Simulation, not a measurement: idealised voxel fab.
Documented hereafter: the process module known as voxel transistor to metal.
Square cells of 5 nm make up the cross-section cut, whose width is 200 nm.
Cross-section, as written here: a square-cell grid given band by band from the top down, where a band holds one or more rows of cells.
Top, bottom (nm), then materials left to right with widths (nm); lone material tagged "everywhere" fills the whole band edge to edge; "air" = empty space.
We count height from 0. Below that, the starting wafer is all one material. The lowest band never ends at the bottom but goes on down; see "z 0 and below" for how that is written.
Graded width ("30->40"): value in top row of band = first number; value in bottom row = second number; row-to-row change constant.
Step note "everything unchanged" = no cross-section cell changed.
The list in "Sealed cavities" covers empty spaces of 8 cells or more that cannot reach the top through any open way, and it gives each as width x height at distance; the distance is from the left edge, and width, height and distance are in nm.
Formally, on a step line, whatever follows the settings is a remark that the simulator itself makes on the step.
overlay nm: on a step with a mask, how far right of its planned place the mask lay; negative means left.
## Listed below are the process steps as planned
1,RECEIVE [material Si]
2,CONFORMAL_DEP [material SiO2] [thk nm 5]
3,CONFORMAL_DEP [material SiN] [thk nm 15]
4,PATTERN [tone cover] [mask id ACTIVE] [material resist] [width nm 105] [thk nm 15] [overlay nm 0]
5,DIRECTIONAL_ETCH [etch materials SiN] [depth nm 15]
6,DIRECTIONAL_ETCH [etch materials SiO2] [depth nm 5]
7,DIRECTIONAL_ETCH [etch materials Si] [depth nm 35]
8,STRIP [etch materials resist]
9,OXIDIZE [depth nm 5]
10,FILL_DEP [material SiO2] [thk nm 5]
11,CMP [height nm 20]
12,SELECTIVE_ETCH [etch materials SiO2] [depth nm 15]
13,STRIP [etch materials SiN]
14,SELECTIVE_ETCH [etch materials SiO2] [depth nm 5]
15,OXIDIZE [depth nm 5]
16,DIRECTIONAL_DEP [material polySi] [thk nm 30]
17,DIRECTIONAL_DEP [material SiCN] [thk nm 15]
18,DIRECTIONAL_DEP [material aC] [thk nm 15]
19,PATTERN [tone cover] [mask id GATE] [material resist] [width nm 15] [thk nm 30] [overlay nm 0]
20,DIRECTIONAL_ETCH [etch materials aC] [depth nm 15]
21,STRIP [etch materials resist]
22,DIRECTIONAL_ETCH [etch materials SiCN] [depth nm 25]
23,DIRECTIONAL_ETCH [etch materials polySi] [depth nm 40]
24,STRIP [etch materials aC]
25,CONFORMAL_DEP [material SiN] [thk nm 10]
26,DIRECTIONAL_ETCH [etch materials SiN] [depth nm 10]
27,DIRECTIONAL_ETCH [etch materials SiO2] [depth nm 5]
28,DIRECTIONAL_ETCH [etch materials Si] [depth nm 10]
29,EPI [material pSi] [thk nm 15]
30,FILL_DEP [material SiO2] [thk nm 5]
31,CMP [height nm 45]
32,DIRECTIONAL_DEP [material SiO2] [thk nm 10]
33,MASKED_ETCH [tone open] [mask id CONTACT] [width nm 20] [pitch nm 75] [etch materials SiO2] [depth nm 55] [overlay nm 0]
34,CONFORMAL_DEP [material TiN] [thk nm 5]
35,FILL_DEP [material Ru] [thk nm 10]
36,CMP [height nm 55]
37,CONFORMAL_DEP [material SiCN] [thk nm 5]
38,DIRECTIONAL_DEP [material SiO2] [thk nm 20]
39,MASKED_ETCH [tone open] [mask id METAL_1] [width nm 20] [pitch nm 75] [etch materials SiO2] [depth nm 20] [overlay nm 0]
40,MASKED_ETCH [tone open] [mask id METAL_1] [width nm 20] [pitch nm 75] [etch materials SiCN] [depth nm 5] [overlay nm 0]
41,CONFORMAL_DEP [material TiN] [thk nm 5]
42,FILL_DEP [material Cu] [thk nm 5]
43,CMP [height nm 80]
44,CONFORMAL_DEP [material SiCN] [thk nm 5]
45,DIRECTIONAL_DEP [material lowk] [thk nm 35]
46,PATTERN [tone open] [mask id METAL_2] [material resist] [width nm 20] [pitch nm 75] [thk nm 15] [overlay nm 0]
47,DIRECTIONAL_ETCH [etch materials lowk] [depth nm 20]
48,STRIP [etch materials resist]
49,MASKED_ETCH [tone open] [mask id METAL_2_HOLES] [width nm 15] [pitch nm 75] [etch materials lowk] [depth nm 15] [overlay nm 0]
50,MASKED_ETCH [tone open] [mask id METAL_2_HOLES] [width nm 15] [pitch nm 75] [etch materials SiCN] [depth nm 5] [overlay nm 0]
51,CONFORMAL_DEP [material TiN] [thk nm 5]
52,FILL_DEP [material Ru] [thk nm 5]
53,CMP [height nm 120]
54,CONFORMAL_DEP [material SiN] [thk nm 5]
## Cross-section of the wafer at receipt, which is the condition after step 1
- z 0 and below = Si everywhere
- Sealed cavities: none
## Post-module cross-section of the first of two wafers (run per plan)
- z 125 to 120 = SiN everywhere
- z 120 to 105 = 50 of lowk; 5 of TiN; 10 of Ru; 5 of TiN; 55 of lowk; 5 of TiN; 10 of Ru; 5 of TiN; 55 of lowk
- z 105 to 100 = 50 of lowk; 5 of TiN; 5 of Ru; 10 of TiN; 55 of lowk; 5 of TiN; 5 of Ru; 10 of TiN; 55 of lowk
- z 100 to 85 = 50 of lowk; 5 of TiN; 5 of Ru; 5 of TiN; 60 of lowk; 5 of TiN; 5 of Ru; 5 of TiN; 60 of lowk
- z 85 to 80 = 50 of SiCN; 15 of TiN; 60 of SiCN; 15 of TiN; 60 of SiCN
- z 80 to 60 = 50 of SiO2; 5 of TiN; 10 of Cu; 5 of TiN; 55 of SiO2; 5 of TiN; 10 of Cu; 5 of TiN; 55 of SiO2
- z 60 to 55 = 50 of SiCN; 20 of TiN; 55 of SiCN; 20 of TiN; 55 of SiCN
- z 55 to 45 = 50 of SiO2; 5 of TiN; 10 of Ru; 5 of TiN; 55 of SiO2; 5 of TiN; 10 of Ru; 5 of TiN; 55 of SiO2
- z 45 to 30 = 50 of SiO2; 5 of TiN; 10 of Ru; 5 of TiN; 10 of SiO2; 10 of SiN; 15 of SiCN; 10 of SiN; 10 of SiO2; 5 of TiN; 10 of Ru; 5 of TiN; 55 of SiO2
- z 30 to 15 = 50 of SiO2; 5 of TiN; 10 of Ru; 5 of TiN; 10 of SiO2; 10 of SiN; 15 of polySi; 10 of SiN; 10 of SiO2; 5 of TiN; 10 of Ru; 5 of TiN; 55 of SiO2
- z 15 to 10 = 50 of SiO2; 5 of TiN; 5 of Ru; 10 of TiN; 10 of SiO2; 10 of SiN; 15 of polySi; 10 of SiN; 10 of SiO2; 10 of TiN; 5 of Ru; 5 of TiN; 55 of SiO2
- z 10 to 5 = 50 of SiO2; 5 of TiN; 5 of Ru; 5 of TiN; 15 of pSi; 10 of SiN; 15 of polySi; 10 of SiN; 15 of pSi; 5 of TiN; 5 of Ru; 5 of TiN; 55 of SiO2
- z 5 to 0 = 50 of SiO2; 15 of TiN; 15 of pSi; 10 of SiN; 15 of polySi; 10 of SiN; 15 of pSi; 15 of TiN; 55 of SiO2
- z 0 to -5 = 45 of SiO2; 35 of pSi; 35 of SiO2; 35 of pSi; 50 of SiO2
- z -5 to -15 = 50 of SiO2; 30 of pSi; 35 of Si; 30 of pSi; 55 of SiO2
- z -15 to -40 = 50 of SiO2; 95 of Si; 55 of SiO2
- z -40 and below = Si everywhere
- Sealed cavities: none
## The second wafer, shown in cross-section after the module: started the same way as the first and given the same plan, yet one mistake crept into how it was run
- z 125 to 120 = SiN everywhere
- z 120 to 110 = 45 of lowk; 5 of TiN; 15 of Ru; 5 of TiN; 50 of lowk; 5 of TiN; 15 of Ru; 5 of TiN; 55 of lowk
- z 110 to 105 = 45 of lowk; 10 of TiN; 10 of Ru; 5 of TiN; 50 of lowk; 10 of TiN; 10 of Ru; 5 of TiN; 55 of lowk
- z 105 to 90 = 50 of lowk; 5 of TiN; 10 of Ru; 5 of TiN; 55 of lowk; 5 of TiN; 10 of Ru; 5 of TiN; 55 of lowk
- z 90 to 85 = 50 of lowk; 5 of TiN; 5 of Ru; 10 of TiN; 55 of lowk; 5 of TiN; 5 of Ru; 10 of TiN; 55 of lowk
- z 85 to 80 = 50 of SiCN; 15 of TiN; 60 of SiCN; 15 of TiN; 60 of SiCN
- z 80 to 60 = 50 of SiO2; 5 of TiN; 10 of Cu; 5 of TiN; 55 of SiO2; 5 of TiN; 10 of Cu; 5 of TiN; 55 of SiO2
- z 60 to 55 = 50 of SiCN; 20 of TiN; 55 of SiCN; 20 of TiN; 55 of SiCN
- z 55 to 45 = 50 of SiO2; 5 of TiN; 10 of Ru; 5 of TiN; 55 of SiO2; 5 of TiN; 10 of Ru; 5 of TiN; 55 of SiO2
- z 45 to 30 = 50 of SiO2; 5 of TiN; 10 of Ru; 5 of TiN; 10 of SiO2; 10 of SiN; 15 of SiCN; 10 of SiN; 10 of SiO2; 5 of TiN; 10 of Ru; 5 of TiN; 55 of SiO2
- z 30 to 15 = 50 of SiO2; 5 of TiN; 10 of Ru; 5 of TiN; 10 of SiO2; 10 of SiN; 15 of polySi; 10 of SiN; 10 of SiO2; 5 of TiN; 10 of Ru; 5 of TiN; 55 of SiO2
- z 15 to 10 = 50 of SiO2; 5 of TiN; 5 of Ru; 10 of TiN; 10 of SiO2; 10 of SiN; 15 of polySi; 10 of SiN; 10 of SiO2; 10 of TiN; 5 of Ru; 5 of TiN; 55 of SiO2
- z 10 to 5 = 50 of SiO2; 5 of TiN; 5 of Ru; 5 of TiN; 15 of pSi; 10 of SiN; 15 of polySi; 10 of SiN; 15 of pSi; 5 of TiN; 5 of Ru; 5 of TiN; 55 of SiO2
- z 5 to 0 = 50 of SiO2; 15 of TiN; 15 of pSi; 10 of SiN; 15 of polySi; 10 of SiN; 15 of pSi; 15 of TiN; 55 of SiO2
- z 0 to -5 = 45 of SiO2; 35 of pSi; 35 of SiO2; 35 of pSi; 50 of SiO2
- z -5 to -15 = 50 of SiO2; 30 of pSi; 35 of Si; 30 of pSi; 55 of SiO2
- z -15 to -40 = 50 of SiO2; 95 of Si; 55 of SiO2
- z -40 and below = Si everywhere
- Sealed cavities: none
Deviation noted in wafer processing: so step 49 ended up running with a different setting than we planned, it ran as MASKED_ETCH [tone open] [mask id METAL_2_HOLES] [width nm 25] [pitch nm 75] [etch materials lowk] [depth nm 15] [overlay nm 0]
In the final state, the cell counts of the second wafer exceed or fall short of those of the first for the following materials: Ru +10; TiN +2; lowk -12
